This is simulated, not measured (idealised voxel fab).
Name of the process module below: voxel wiring stack
This is section cut - it's 210 nm across, gridded in 5 nm square cells.
The cross-sections in this document take the form of a grid made of square cells. They are written out as bands, in order from top to bottom. Each band consists of one or more rows of cells.
A band entry consists of two parts. The first gives the height of the band's top and the height of its bottom, in nm. The rest lists the band's materials from left to right, each with its width in nm. A single material labelled with the word "full width" fills the band from edge to edge, and the word "air" marks empty space.
Zero point of the height axis is 0; under it, received wafer = one material. Lowest band: continues down indefinitely, "z 0 and below".
Graded width ("30->40"): value in top row of band = first number; value in bottom row = second number; row-to-row change constant.
Key: "nothing was modified" - step with no changed cell in the cross-section.
Entry "Sealed internal voids" = empty spaces >= 8 cells with no open way to the top; each as width x height at distance, distance from left edge, all nm.
after a step's settings: what the simulator itself notes on the step
"overlay nm", when on a step's line for a step with a mask, measures how far to the right of its planned place the mask lay; a negative measure means to the left.
Before/after cross-section pairs, one process step each; after shown to lowest changed band; step and settings beneath. Pairs may be from different runs of this module on the same starting wafer; a pair continues from the one above only where its "Pre-step section" entry says so.

Pre-step section
	z 90 to 55 = 25 nm air / 20 nm resist / 25 nm air / 20 nm resist / 25 nm air / 20 nm resist / 25 nm air / 20 nm resist / 30 nm air
	z 55 to 40 = aC full width
	z 40 to 35 = TiN full width
	z 35 to 10 = W full width
	z 10 to 0 = SiO2 full width
	z 0 and below = Si full width
	Sealed internal voids: none

Post-Step Geometry
	z 75 to 55 = 25 nm air / 20 nm resist / 25 nm air / 20 nm resist / 25 nm air / 20 nm resist / 25 nm air / 20 nm resist / 30 nm air
	z 55 to 40 = 25 nm air / 20 nm aC / 25 nm air / 20 nm aC / 25 nm air / 20 nm aC / 25 nm air / 20 nm aC / 30 nm air
	For the remainder of the cross-section, below 40, there is no change.
	Sealed internal voids: none
Before/after cross-sections above; step in between: DIRECTIONAL_ETCH with etch materials aC, depth nm 15

Pre-step section: look at the pair above, its after cross-section is where this step starts.

Post-Step Geometry
	z 55 to 40 = 25 nm air / 20 nm aC / 25 nm air / 20 nm aC / 25 nm air / 20 nm aC / 25 nm air / 20 nm aC / 30 nm air
	For the remainder of the cross-section, below 40, there is no change.
	Sealed internal voids: none
Before/after cross-sections above; step in between: STRIP with etch materials resist

Pre-step section: look at the pair above, its after cross-section is where this step starts.

Post-Step Geometry
	z 55 to 40 = 25 nm air / 20 nm aC / 25 nm air / 20 nm aC / 25 nm air / 20 nm aC / 25 nm air / 20 nm aC / 30 nm air
	z 40 to 35 = 25 nm air / 20 nm TiN / 25 nm air / 20 nm TiN / 25 nm air / 20 nm TiN / 25 nm air / 20 nm TiN / 30 nm air
	For the remainder of the cross-section, below 35, there is no change.
	Sealed internal voids: none
Before/after cross-sections above; step in between: DIRECTIONAL_ETCH with etch materials TiN, depth nm 5

Pre-step section: look at the pair above, its after cross-section is where this step starts.

Post-Step Geometry
	z 40 to 35 = 25 nm air / 20 nm TiN / 25 nm air / 20 nm TiN / 25 nm air / 20 nm TiN / 25 nm air / 20 nm TiN / 30 nm air
	For the remainder of the cross-section, below 35, there is no change.
	Sealed internal voids: none
Before/after cross-sections above; step in between: STRIP with etch materials aC

Pre-step section: look at the pair above, its after cross-section is where this step starts.

Post-Step Geometry
	z 45 to 40 = 20 nm air / 30 nm SiN / 15 nm air / 30 nm SiN / 15 nm air / 30 nm SiN / 15 nm air / 30 nm SiN / 25 nm air
	z 40 to 35 = 25 nm SiN / 20 nm TiN / 25 nm SiN / 20 nm TiN / 25 nm SiN / 20 nm TiN / 25 nm SiN / 20 nm TiN / 30 nm SiN
	For the remainder of the cross-section, below 35, there is no change.
	Sealed internal voids: none
Before/after cross-sections above; step in between: CONFORMAL_DEP with material SiN, thk nm 5

Pre-step section: look at the pair above, its after cross-section is where this step starts.

Post-Step Geometry
	z 50 to 45 = lowk full width
	z 45 to 40 = 20 nm lowk / 30 nm SiN / 15 nm lowk / 30 nm SiN / 15 nm lowk / 30 nm SiN / 15 nm lowk / 30 nm SiN / 25 nm lowk
	For the remainder of the cross-section, below 40, there is no change.
	Sealed internal voids: none
Before/after cross-sections above; step in between: FILL_DEP with material lowk, thk nm 5

Pre-step section: look at the pair above, its after cross-section is where this step starts.

Post-Step Geometry
	z 40 to 35 = 25 nm SiN / 20 nm TiN / 25 nm SiN / 20 nm TiN / 25 nm SiN / 20 nm TiN / 25 nm SiN / 20 nm TiN / 30 nm SiN
	For the remainder of the cross-section, below 35, there is no change.
	Sealed internal voids: none
Before/after cross-sections above; step in between: CMP with height nm 40

Pre-step section: look at the pair above, its after cross-section is where this step starts.

Post-Step Geometry
	z 45 to 40 = SiCN full width
	For the remainder of the cross-section, below 40, there is no change.
	Sealed internal voids: none
Before/after cross-sections above; step in between: CONFORMAL_DEP with material SiCN, thk nm 5

Pre-step section: look at the pair above, its after cross-section is where this step starts.

Post-Step Geometry
	z 60 to 45 = lowk full width
	For the remainder of the cross-section, below 45, there is no change.
	Sealed internal voids: none
Before/after cross-sections above; step in between: DIRECTIONAL_DEP with material lowk, thk nm 15

Pre-step section: look at the pair above, its after cross-section is where this step starts.

Post-Step Geometry
	z 60 to 45 = 25 nm lowk / 15 nm air / 30 nm lowk / 15 nm air / 30 nm lowk / 15 nm air / 30 nm lowk / 15 nm air / 35 nm lowk
	For the remainder of the cross-section, below 45, there is no change.
	Sealed internal voids: none
Before/after cross-sections above; step in between: MASKED_ETCH with tone open, mask id PLUG_1, width nm 15, pitch nm 45, etch materials lowk, depth nm 15, overlay nm 0

Pre-step section: look at the pair above, its after cross-section is where this step starts.

Post-Step Geometry
	z 60 to 45 = 25 nm lowk / 15 nm air / 30 nm lowk / 15 nm air / 30 nm lowk / 15 nm air / 30 nm lowk / 15 nm air / 35 nm lowk
	z 45 to 40 = 25 nm SiCN / 15 nm air / 30 nm SiCN / 15 nm air / 30 nm SiCN / 15 nm air / 30 nm SiCN / 15 nm air / 35 nm SiCN
	For the remainder of the cross-section, below 40, there is no change.
	Sealed internal voids: none
Before/after cross-sections above; step in between: MASKED_ETCH with tone open, mask id PLUG_1, width nm 15, pitch nm 45, etch materials SiCN, depth nm 5, overlay nm 0

Pre-step section: look at the pair above, its after cross-section is where this step starts.

Post-Step Geometry
	z 65 to 60 = 30 nm TiN / 5 nm air / 40 nm TiN / 5 nm air / 40 nm TiN / 5 nm air / 40 nm TiN / 5 nm air / 40 nm TiN
	z 60 to 45 = 25 nm lowk / 5 nm TiN / 5 nm air / 5 nm TiN / 30 nm lowk / 5 nm TiN / 5 nm air / 5 nm TiN / 30 nm lowk / 5 nm TiN / 5 nm air / 5 nm TiN / 30 nm lowk / 5 nm TiN / 5 nm air / 5 nm TiN / 35 nm lowk
	z 45 to 40 = 25 nm SiCN / 15 nm TiN / 30 nm SiCN / 15 nm TiN / 30 nm SiCN / 15 nm TiN / 30 nm SiCN / 15 nm TiN / 35 nm SiCN
	For the remainder of the cross-section, below 40, there is no change.
	Sealed internal voids: none
Before/after cross-sections above; step in between: CONFORMAL_DEP with material TiN, thk nm 5

Pre-step section: look at the pair above, its after cross-section is where this step starts.

Post-Step Geometry
	z 70 to 65 = Ru full width
	z 65 to 60 = 30 nm TiN / 5 nm Ru / 40 nm TiN / 5 nm Ru / 40 nm TiN / 5 nm Ru / 40 nm TiN / 5 nm Ru / 40 nm TiN
	z 60 to 45 = 25 nm lowk / 5 nm TiN / 5 nm Ru / 5 nm TiN / 30 nm lowk / 5 nm TiN / 5 nm Ru / 5 nm TiN / 30 nm lowk / 5 nm TiN / 5 nm Ru / 5 nm TiN / 30 nm lowk / 5 nm TiN / 5 nm Ru / 5 nm TiN / 35 nm lowk
	For the remainder of the cross-section, below 45, there is no change.
	Sealed internal voids: none
Before/after cross-sections above; step in between: FILL_DEP with material Ru, thk nm 5

Pre-step section: look at the pair above, its after cross-section is where this step starts.

Post-Step Geometry
	z 60 to 45 = 25 nm lowk / 5 nm TiN / 5 nm Ru / 5 nm TiN / 30 nm lowk / 5 nm TiN / 5 nm Ru / 5 nm TiN / 30 nm lowk / 5 nm TiN / 5 nm Ru / 5 nm TiN / 30 nm lowk / 5 nm TiN / 5 nm Ru / 5 nm TiN / 35 nm lowk
	For the remainder of the cross-section, below 45, there is no change.
	Sealed internal voids: none
Before/after cross-sections above; step in between: CMP with height nm 60

Pre-step section: look at the pair above, its after cross-section is where this step starts.

Post-Step Geometry
	z 65 to 60 = TiN full width
	For the remainder of the cross-section, below 60, there is no change.
	Sealed internal voids: none
Before/after cross-sections above; step in between: DIRECTIONAL_DEP with material TiN, thk nm 5

Pre-step section: look at the pair above, its after cross-section is where this step starts.

Post-Step Geometry
	z 85 to 65 = W full width
	For the remainder of the cross-section, below 65, there is no change.
	Sealed internal voids: none
Before/after cross-sections above; step in between: DIRECTIONAL_DEP with material W, thk nm 20

Pre-step section: look at the pair above, its after cross-section is where this step starts.

Post-Step Geometry
	z 100 to 85 = 25 nm air / 20 nm resist / 25 nm air / 20 nm resist / 25 nm air / 20 nm resist / 25 nm air / 20 nm resist / 30 nm air
	For the remainder of the cross-section, below 85, there is no change.
	Sealed internal voids: none
Before/after cross-sections above; step in between: PATTERN with tone cover, mask id METAL_2, material resist, width nm 20, pitch nm 45, thk nm 15, overlay nm 0

Pre-step section: look at the pair above, its after cross-section is where this step starts.

Post-Step Geometry
	z 100 to 85 = 25 nm air / 20 nm resist / 25 nm air / 20 nm resist / 25 nm air / 20 nm resist / 25 nm air / 20 nm resist / 30 nm air
	z 85 to 65 = 25 nm air / 20 nm W / 25 nm air / 20 nm W / 25 nm air / 20 nm W / 25 nm air / 20 nm W / 30 nm air
	For the remainder of the cross-section, below 65, there is no change.
	Sealed internal voids: none
Before/after cross-sections above; step in between: DIRECTIONAL_ETCH with etch materials W, depth nm 20

Pre-step section: look at the pair above, its after cross-section is where this step starts.

Post-Step Geometry
	z 100 to 85 = 25 nm air / 20 nm resist / 25 nm air / 20 nm resist / 25 nm air / 20 nm resist / 25 nm air / 20 nm resist / 30 nm air
	z 85 to 65 = 25 nm air / 20 nm W / 25 nm air / 20 nm W / 25 nm air / 20 nm W / 25 nm air / 20 nm W / 30 nm air
	z 65 to 60 = 25 nm air / 20 nm TiN / 25 nm air / 20 nm TiN / 25 nm air / 20 nm TiN / 25 nm air / 20 nm TiN / 30 nm air
	For the remainder of the cross-section, below 60, there is no change.
	Sealed internal voids: none
Before/after cross-sections above; step in between: DIRECTIONAL_ETCH with etch materials TiN, depth nm 5

Pre-step section: look at the pair above, its after cross-section is where this step starts.

Post-Step Geometry
	z 85 to 65 = 25 nm air / 20 nm W / 25 nm air / 20 nm W / 25 nm air / 20 nm W / 25 nm air / 20 nm W / 30 nm air
	For the remainder of the cross-section, below 65, there is no change.
	Sealed internal voids: none
Before/after cross-sections above; step in between: STRIP with etch materials resist

Pre-step section: look at the pair above, its after cross-section is where this step starts.

Post-Step Geometry
	z 90 to 85 = 20 nm air / 30 nm SiN / 15 nm air / 30 nm SiN / 15 nm air / 30 nm SiN / 15 nm air / 30 nm SiN / 25 nm air
	z 85 to 65 = 20 nm air / 5 nm SiN / 20 nm W / 5 nm SiN / 15 nm air / 5 nm SiN / 20 nm W / 5 nm SiN / 15 nm air / 5 nm SiN / 20 nm W / 5 nm SiN / 15 nm air / 5 nm SiN / 20 nm W / 5 nm SiN / 25 nm air
	z 65 to 60 = 25 nm SiN / 20 nm TiN / 25 nm SiN / 20 nm TiN / 25 nm SiN / 20 nm TiN / 25 nm SiN / 20 nm TiN / 30 nm SiN
	For the remainder of the cross-section, below 60, there is no change.
	Sealed internal voids: none
Before/after cross-sections above; step in between: CONFORMAL_DEP with material SiN, thk nm 5

Pre-step section: look at the pair above, its after cross-section is where this step starts.

Post-Step Geometry
	z 95 to 90 = SiO2 full width
	z 90 to 85 = 20 nm SiO2 / 30 nm SiN / 15 nm SiO2 / 30 nm SiN / 15 nm SiO2 / 30 nm SiN / 15 nm SiO2 / 30 nm SiN / 25 nm SiO2
	z 85 to 65 = 20 nm SiO2 / 5 nm SiN / 20 nm W / 5 nm SiN / 15 nm SiO2 / 5 nm SiN / 20 nm W / 5 nm SiN / 15 nm SiO2 / 5 nm SiN / 20 nm W / 5 nm SiN / 15 nm SiO2 / 5 nm SiN / 20 nm W / 5 nm SiN / 25 nm SiO2
	For the remainder of the cross-section, below 65, there is no change.
	Sealed internal voids: none
Before/after cross-sections above; step in between: FILL_DEP with material SiO2, thk nm 5

Pre-step section: look at the pair above, its after cross-section is where this step starts.

Post-Step Geometry
	z 85 to 65 = 20 nm SiO2 / 5 nm SiN / 20 nm W / 5 nm SiN / 15 nm SiO2 / 5 nm SiN / 20 nm W / 5 nm SiN / 15 nm SiO2 / 5 nm SiN / 20 nm W / 5 nm SiN / 15 nm SiO2 / 5 nm SiN / 20 nm W / 5 nm SiN / 25 nm SiO2
	For the remainder of the cross-section, below 65, there is no change.
	Sealed internal voids: none
Before/after cross-sections above; step in between: CMP with height nm 85

Pre-step section: look at the pair above, its after cross-section is where this step starts.

Post-Step Geometry
	z 90 to 85 = SiN full width
	For the remainder of the cross-section, below 85, there is no change.
	Sealed internal voids: none
Before/after cross-sections above; step in between: CONFORMAL_DEP with material SiN, thk nm 5

Pre-step section
	z 95 to 90 = SiO2 full width
	z 90 to 85 = 20 nm SiO2 / 30 nm SiN / 15 nm SiO2 / 30 nm SiN / 15 nm SiO2 / 30 nm SiN / 15 nm SiO2 / 30 nm SiN / 25 nm SiO2
	z 85 to 65 = 20 nm SiO2 / 5 nm SiN / 20 nm W / 5 nm SiN / 15 nm SiO2 / 5 nm SiN / 20 nm W / 5 nm SiN / 15 nm SiO2 / 5 nm SiN / 20 nm W / 5 nm SiN / 15 nm SiO2 / 5 nm SiN / 20 nm W / 5 nm SiN / 25 nm SiO2
	z 65 to 60 = 25 nm SiN / 20 nm TiN / 25 nm SiN / 20 nm TiN / 25 nm SiN / 20 nm TiN / 25 nm SiN / 20 nm TiN / 30 nm SiN
	z 60 to 45 = 25 nm lowk / 5 nm TiN / 5 nm Ru / 5 nm TiN / 30 nm lowk / 5 nm TiN / 5 nm Ru / 5 nm TiN / 30 nm lowk / 5 nm TiN / 5 nm Ru / 5 nm TiN / 30 nm lowk / 5 nm TiN / 5 nm Ru / 5 nm TiN / 35 nm lowk
	z 45 to 40 = 25 nm SiCN / 15 nm TiN / 30 nm SiCN / 15 nm TiN / 30 nm SiCN / 15 nm TiN / 30 nm SiCN / 15 nm TiN / 35 nm SiCN
	z 40 to 15 = 20 nm lowk / 5 nm SiN / 20 nm W / 5 nm SiN / 15 nm lowk / 5 nm SiN / 20 nm W / 5 nm SiN / 15 nm lowk / 5 nm SiN / 20 nm W / 5 nm SiN / 15 nm lowk / 5 nm SiN / 20 nm W / 5 nm SiN / 25 nm lowk
	z 15 to 10 = 25 nm SiN / 20 nm TiN / 25 nm SiN / 20 nm TiN / 25 nm SiN / 20 nm TiN / 25 nm SiN / 20 nm TiN / 30 nm SiN
	z 10 to 0 = SiO2 full width
	z 0 and below = Si full width
	Sealed internal voids: none

Post-Step Geometry
	z 75 to 65 = 20 nm SiO2 / 5 nm SiN / 20 nm W / 5 nm SiN / 15 nm SiO2 / 5 nm SiN / 20 nm W / 5 nm SiN / 15 nm SiO2 / 5 nm SiN / 20 nm W / 5 nm SiN / 15 nm SiO2 / 5 nm SiN / 20 nm W / 5 nm SiN / 25 nm SiO2
	For the remainder of the cross-section, below 65, there is no change.
	Sealed internal voids: none
Before/after cross-sections above; step in between: CMP with height nm 75

Pre-step section: look at the pair above, its after cross-section is where this step starts.

Post-Step Geometry
	z 80 to 75 = SiN full width
	For the remainder of the cross-section, below 75, there is no change.
	Sealed internal voids: none
Before/after cross-sections above; step in between: CONFORMAL_DEP with material SiN, thk nm 5

Pre-step section
	z 85 to 65 = W full width
	z 65 to 60 = TiN full width
	z 60 to 45 = 25 nm lowk / 5 nm TiN / 5 nm Ru / 5 nm TiN / 30 nm lowk / 5 nm TiN / 5 nm Ru / 5 nm TiN / 30 nm lowk / 5 nm TiN / 5 nm Ru / 5 nm TiN / 30 nm lowk / 5 nm TiN / 5 nm Ru / 5 nm TiN / 35 nm lowk
	z 45 to 40 = 25 nm SiCN / 15 nm TiN / 30 nm SiCN / 15 nm TiN / 30 nm SiCN / 15 nm TiN / 30 nm SiCN / 15 nm TiN / 35 nm SiCN
	z 40 to 15 = 20 nm lowk / 5 nm SiN / 20 nm W / 5 nm SiN / 15 nm lowk / 5 nm SiN / 20 nm W / 5 nm SiN / 15 nm lowk / 5 nm SiN / 20 nm W / 5 nm SiN / 15 nm lowk / 5 nm SiN / 20 nm W / 5 nm SiN / 25 nm lowk
	z 15 to 10 = 25 nm SiN / 20 nm TiN / 25 nm SiN / 20 nm TiN / 25 nm SiN / 20 nm TiN / 25 nm SiN / 20 nm TiN / 30 nm SiN
	z 10 to 0 = SiO2 full width
	z 0 and below = Si full width
	Sealed internal voids: none

Post-Step Geometry
	z 100 to 85 = 25 nm air / 25 nm resist / 20 nm air / 25 nm resist / 20 nm air / 25 nm resist / 20 nm air / 25 nm resist / 25 nm air
	For the remainder of the cross-section, below 85, there is no change.
	Sealed internal voids: none
Before/after cross-sections above; step in between: PATTERN with tone cover, mask id METAL_2, material resist, width nm 25, pitch nm 45, thk nm 15, overlay nm 0

Pre-step section: look at the pair above, its after cross-section is where this step starts.

Post-Step Geometry
	z 100 to 85 = 25 nm air / 25 nm resist / 20 nm air / 25 nm resist / 20 nm air / 25 nm resist / 20 nm air / 25 nm resist / 25 nm air
	z 85 to 65 = 25 nm air / 25 nm W / 20 nm air / 25 nm W / 20 nm air / 25 nm W / 20 nm air / 25 nm W / 25 nm air
	For the remainder of the cross-section, below 65, there is no change.
	Sealed internal voids: none
Before/after cross-sections above; step in between: DIRECTIONAL_ETCH with etch materials W, depth nm 20

Pre-step section: look at the pair above, its after cross-section is where this step starts.

Post-Step Geometry
	z 100 to 85 = 25 nm air / 25 nm resist / 20 nm air / 25 nm resist / 20 nm air / 25 nm resist / 20 nm air / 25 nm resist / 25 nm air
	z 85 to 65 = 25 nm air / 25 nm W / 20 nm air / 25 nm W / 20 nm air / 25 nm W / 20 nm air / 25 nm W / 25 nm air
	z 65 to 60 = 25 nm air / 25 nm TiN / 20 nm air / 25 nm TiN / 20 nm air / 25 nm TiN / 20 nm air / 25 nm TiN / 25 nm air
	For the remainder of the cross-section, below 60, there is no change.
	Sealed internal voids: none
Before/after cross-sections above; step in between: DIRECTIONAL_ETCH with etch materials TiN, depth nm 5

Pre-step section: look at the pair above, its after cross-section is where this step starts.

Post-Step Geometry
	z 85 to 65 = 25 nm air / 25 nm W / 20 nm air / 25 nm W / 20 nm air / 25 nm W / 20 nm air / 25 nm W / 25 nm air
	For the remainder of the cross-section, below 65, there is no change.
	Sealed internal voids: none
Before/after cross-sections above; step in between: STRIP with etch materials resist

Pre-step section: look at the pair above, its after cross-section is where this step starts.

Post-Step Geometry
	z 90 to 85 = 20 nm air / 35 nm SiN / 10 nm air / 35 nm SiN / 10 nm air / 35 nm SiN / 10 nm air / 35 nm SiN / 20 nm air
	z 85 to 65 = 20 nm air / 5 nm SiN / 25 nm W / 5 nm SiN / 10 nm air / 5 nm SiN / 25 nm W / 5 nm SiN / 10 nm air / 5 nm SiN / 25 nm W / 5 nm SiN / 10 nm air / 5 nm SiN / 25 nm W / 5 nm SiN / 20 nm air
	z 65 to 60 = 25 nm SiN / 25 nm TiN / 20 nm SiN / 25 nm TiN / 20 nm SiN / 25 nm TiN / 20 nm SiN / 25 nm TiN / 25 nm SiN
	For the remainder of the cross-section, below 60, there is no change.
	Sealed internal voids: none
Before/after cross-sections above; step in between: CONFORMAL_DEP with material SiN, thk nm 5

Pre-step section: look at the pair above, its after cross-section is where this step starts.

Post-Step Geometry
	z 95 to 90 = SiO2 full width
	z 90 to 85 = 20 nm SiO2 / 35 nm SiN / 10 nm SiO2 / 35 nm SiN / 10 nm SiO2 / 35 nm SiN / 10 nm SiO2 / 35 nm SiN / 20 nm SiO2
	z 85 to 65 = 20 nm SiO2 / 5 nm SiN / 25 nm W / 5 nm SiN / 10 nm SiO2 / 5 nm SiN / 25 nm W / 5 nm SiN / 10 nm SiO2 / 5 nm SiN / 25 nm W / 5 nm SiN / 10 nm SiO2 / 5 nm SiN / 25 nm W / 5 nm SiN / 20 nm SiO2
	For the remainder of the cross-section, below 65, there is no change.
	Sealed internal voids: none
Before/after cross-sections above; step in between: FILL_DEP with material SiO2, thk nm 5

Pre-step section: look at the pair above, its after cross-section is where this step starts.

Post-Step Geometry
	z 85 to 65 = 20 nm SiO2 / 5 nm SiN / 25 nm W / 5 nm SiN / 10 nm SiO2 / 5 nm SiN / 25 nm W / 5 nm SiN / 10 nm SiO2 / 5 nm SiN / 25 nm W / 5 nm SiN / 10 nm SiO2 / 5 nm SiN / 25 nm W / 5 nm SiN / 20 nm SiO2
	For the remainder of the cross-section, below 65, there is no change.
	Sealed internal voids: none
Before/after cross-sections above; step in between: CMP with height nm 85

Pre-step section: look at the pair above, its after cross-section is where this step starts.

Post-Step Geometry
	z 90 to 85 = SiN full width
	For the remainder of the cross-section, below 85, there is no change.
	Sealed internal voids: none
Before/after cross-sections above; step in between: CONFORMAL_DEP with material SiN, thk nm 5

Pre-step section
	z 60 to 45 = lowk full width
	z 45 to 40 = SiCN full width
	z 40 to 15 = 20 nm lowk / 5 nm SiN / 20 nm W / 5 nm SiN / 15 nm lowk / 5 nm SiN / 20 nm W / 5 nm SiN / 15 nm lowk / 5 nm SiN / 20 nm W / 5 nm SiN / 15 nm lowk / 5 nm SiN / 20 nm W / 5 nm SiN / 25 nm lowk
	z 15 to 10 = 25 nm SiN / 20 nm TiN / 25 nm SiN / 20 nm TiN / 25 nm SiN / 20 nm TiN / 25 nm SiN / 20 nm TiN / 30 nm SiN
	z 10 to 0 = SiO2 full width
	z 0 and below = Si full width
	Sealed internal voids: none

Post-Step Geometry
	z 60 to 45 = 30 nm lowk / 15 nm air / 30 nm lowk / 15 nm air / 30 nm lowk / 15 nm air / 30 nm lowk / 15 nm air / 30 nm lowk
	For the remainder of the cross-section, below 45, there is no change.
	Sealed internal voids: none
Before/after cross-sections above; step in between: MASKED_ETCH with tone open, mask id PLUG_1, width nm 15, pitch nm 45, etch materials lowk, depth nm 15, overlay nm 5

Pre-step section: look at the pair above, its after cross-section is where this step starts.

Post-Step Geometry
	z 60 to 45 = 30 nm lowk / 15 nm air / 30 nm lowk / 15 nm air / 30 nm lowk / 15 nm air / 30 nm lowk / 15 nm air / 30 nm lowk
	z 45 to 40 = 30 nm SiCN / 10 nm air / 35 nm SiCN / 10 nm air / 35 nm SiCN / 10 nm air / 35 nm SiCN / 10 nm air / 35 nm SiCN
	For the remainder of the cross-section, below 40, there is no change.
	Sealed internal voids: none
Before/after cross-sections above; step in between: MASKED_ETCH with tone open, mask id PLUG_1, width nm 15, pitch nm 45, etch materials SiCN, depth nm 5, overlay nm 0

Pre-step section: look at the pair above, its after cross-section is where this step starts.

Post-Step Geometry
	z 65 to 60 = 35 nm TiN / 5 nm air / 40 nm TiN / 5 nm air / 40 nm TiN / 5 nm air / 40 nm TiN / 5 nm air / 35 nm TiN
	z 60 to 50 = 30 nm lowk / 5 nm TiN / 5 nm air / 5 nm TiN / 30 nm lowk / 5 nm TiN / 5 nm air / 5 nm TiN / 30 nm lowk / 5 nm TiN / 5 nm air / 5 nm TiN / 30 nm lowk / 5 nm TiN / 5 nm air / 5 nm TiN / 30 nm lowk
	z 50 to 45 = 30 nm lowk / 15 nm TiN / 30 nm lowk / 15 nm TiN / 30 nm lowk / 15 nm TiN / 30 nm lowk / 15 nm TiN / 30 nm lowk
	z 45 to 40 = 30 nm SiCN / 10 nm TiN / 35 nm SiCN / 10 nm TiN / 35 nm SiCN / 10 nm TiN / 35 nm SiCN / 10 nm TiN / 35 nm SiCN
	For the remainder of the cross-section, below 40, there is no change.
	Sealed internal voids: none
Before/after cross-sections above; step in between: CONFORMAL_DEP with material TiN, thk nm 5

Pre-step section: look at the pair above, its after cross-section is where this step starts.

Post-Step Geometry
	z 70 to 65 = Ru full width
	z 65 to 60 = 35 nm TiN / 5 nm Ru / 40 nm TiN / 5 nm Ru / 40 nm TiN / 5 nm Ru / 40 nm TiN / 5 nm Ru / 35 nm TiN
	z 60 to 50 = 30 nm lowk / 5 nm TiN / 5 nm Ru / 5 nm TiN / 30 nm lowk / 5 nm TiN / 5 nm Ru / 5 nm TiN / 30 nm lowk / 5 nm TiN / 5 nm Ru / 5 nm TiN / 30 nm lowk / 5 nm TiN / 5 nm Ru / 5 nm TiN / 30 nm lowk
	For the remainder of the cross-section, below 50, there is no change.
	Sealed internal voids: none
Before/after cross-sections above; step in between: FILL_DEP with material Ru, thk nm 5

Pre-step section: look at the pair above, its after cross-section is where this step starts.

Post-Step Geometry
	z 60 to 50 = 30 nm lowk / 5 nm TiN / 5 nm Ru / 5 nm TiN / 30 nm lowk / 5 nm TiN / 5 nm Ru / 5 nm TiN / 30 nm lowk / 5 nm TiN / 5 nm Ru / 5 nm TiN / 30 nm lowk / 5 nm TiN / 5 nm Ru / 5 nm TiN / 30 nm lowk
	For the remainder of the cross-section, below 50, there is no change.
	Sealed internal voids: none
Before/after cross-sections above; step in between: CMP with height nm 60

Pre-step section: look at the pair above, its after cross-section is where this step starts.

Post-Step Geometry
	z 65 to 60 = TiN full width
	For the remainder of the cross-section, below 60, there is no change.
	Sealed internal voids: none
Before/after cross-sections above; step in between: DIRECTIONAL_DEP with material TiN, thk nm 5

Pre-step section: look at the pair above, its after cross-section is where this step starts.

Post-Step Geometry
	z 85 to 65 = W full width
	For the remainder of the cross-section, below 65, there is no change.
	Sealed internal voids: none
Before/after cross-sections above; step in between: DIRECTIONAL_DEP with material W, thk nm 20

Pre-step section: look at the pair above, its after cross-section is where this step starts.

Post-Step Geometry
	z 100 to 85 = 25 nm air / 20 nm resist / 25 nm air / 20 nm resist / 25 nm air / 20 nm resist / 25 nm air / 20 nm resist / 30 nm air
	For the remainder of the cross-section, below 85, there is no change.
	Sealed internal voids: none
Before/after cross-sections above; step in between: PATTERN with tone cover, mask id METAL_2, material resist, width nm 20, pitch nm 45, thk nm 15, overlay nm 0

Pre-step section: look at the pair above, its after cross-section is where this step starts.

Post-Step Geometry
	z 100 to 85 = 25 nm air / 20 nm resist / 25 nm air / 20 nm resist / 25 nm air / 20 nm resist / 25 nm air / 20 nm resist / 30 nm air
	z 85 to 65 = 25 nm air / 20 nm W / 25 nm air / 20 nm W / 25 nm air / 20 nm W / 25 nm air / 20 nm W / 30 nm air
	For the remainder of the cross-section, below 65, there is no change.
	Sealed internal voids: none
Before/after cross-sections above; step in between: DIRECTIONAL_ETCH with etch materials W, depth nm 20

Pre-step section: look at the pair above, its after cross-section is where this step starts.

Post-Step Geometry
	z 100 to 85 = 25 nm air / 20 nm resist / 25 nm air / 20 nm resist / 25 nm air / 20 nm resist / 25 nm air / 20 nm resist / 30 nm air
	z 85 to 65 = 25 nm air / 20 nm W / 25 nm air / 20 nm W / 25 nm air / 20 nm W / 25 nm air / 20 nm W / 30 nm air
	z 65 to 60 = 25 nm air / 20 nm TiN / 25 nm air / 20 nm TiN / 25 nm air / 20 nm TiN / 25 nm air / 20 nm TiN / 30 nm air
	For the remainder of the cross-section, below 60, there is no change.
	Sealed internal voids: none
Before/after cross-sections above; step in between: DIRECTIONAL_ETCH with etch materials TiN, depth nm 5

Pre-step section: look at the pair above, its after cross-section is where this step starts.

Post-Step Geometry
	z 85 to 65 = 25 nm air / 20 nm W / 25 nm air / 20 nm W / 25 nm air / 20 nm W / 25 nm air / 20 nm W / 30 nm air
	For the remainder of the cross-section, below 65, there is no change.
	Sealed internal voids: none
Before/after cross-sections above; step in between: STRIP with etch materials resist

Pre-step section: look at the pair above, its after cross-section is where this step starts.

Post-Step Geometry
	z 90 to 85 = 20 nm air / 30 nm SiN / 15 nm air / 30 nm SiN / 15 nm air / 30 nm SiN / 15 nm air / 30 nm SiN / 25 nm air
	z 85 to 65 = 20 nm air / 5 nm SiN / 20 nm W / 5 nm SiN / 15 nm air / 5 nm SiN / 20 nm W / 5 nm SiN / 15 nm air / 5 nm SiN / 20 nm W / 5 nm SiN / 15 nm air / 5 nm SiN / 20 nm W / 5 nm SiN / 25 nm air
	z 65 to 60 = 25 nm SiN / 20 nm TiN / 25 nm SiN / 20 nm TiN / 25 nm SiN / 20 nm TiN / 25 nm SiN / 20 nm TiN / 30 nm SiN
	For the remainder of the cross-section, below 60, there is no change.
	Sealed internal voids: none
Before/after cross-sections above; step in between: CONFORMAL_DEP with material SiN, thk nm 5

Pre-step section: look at the pair above, its after cross-section is where this step starts.

Post-Step Geometry
	z 95 to 90 = SiO2 full width
	z 90 to 85 = 20 nm SiO2 / 30 nm SiN / 15 nm SiO2 / 30 nm SiN / 15 nm SiO2 / 30 nm SiN / 15 nm SiO2 / 30 nm SiN / 25 nm SiO2
	z 85 to 65 = 20 nm SiO2 / 5 nm SiN / 20 nm W / 5 nm SiN / 15 nm SiO2 / 5 nm SiN / 20 nm W / 5 nm SiN / 15 nm SiO2 / 5 nm SiN / 20 nm W / 5 nm SiN / 15 nm SiO2 / 5 nm SiN / 20 nm W / 5 nm SiN / 25 nm SiO2
	For the remainder of the cross-section, below 65, there is no change.
	Sealed internal voids: none
Before/after cross-sections above; step in between: FILL_DEP with material SiO2, thk nm 5

Pre-step section: look at the pair above, its after cross-section is where this step starts.

Post-Step Geometry
	z 85 to 65 = 20 nm SiO2 / 5 nm SiN / 20 nm W / 5 nm SiN / 15 nm SiO2 / 5 nm SiN / 20 nm W / 5 nm SiN / 15 nm SiO2 / 5 nm SiN / 20 nm W / 5 nm SiN / 15 nm SiO2 / 5 nm SiN / 20 nm W / 5 nm SiN / 25 nm SiO2
	For the remainder of the cross-section, below 65, there is no change.
	Sealed internal voids: none
Before/after cross-sections above; step in between: CMP with height nm 85

Pre-step section: look at the pair above, its after cross-section is where this step starts.

Post-Step Geometry
	z 90 to 85 = SiN full width
	For the remainder of the cross-section, below 85, there is no change.
	Sealed internal voids: none
Before/after cross-sections above; step in between: CONFORMAL_DEP with material SiN, thk nm 5
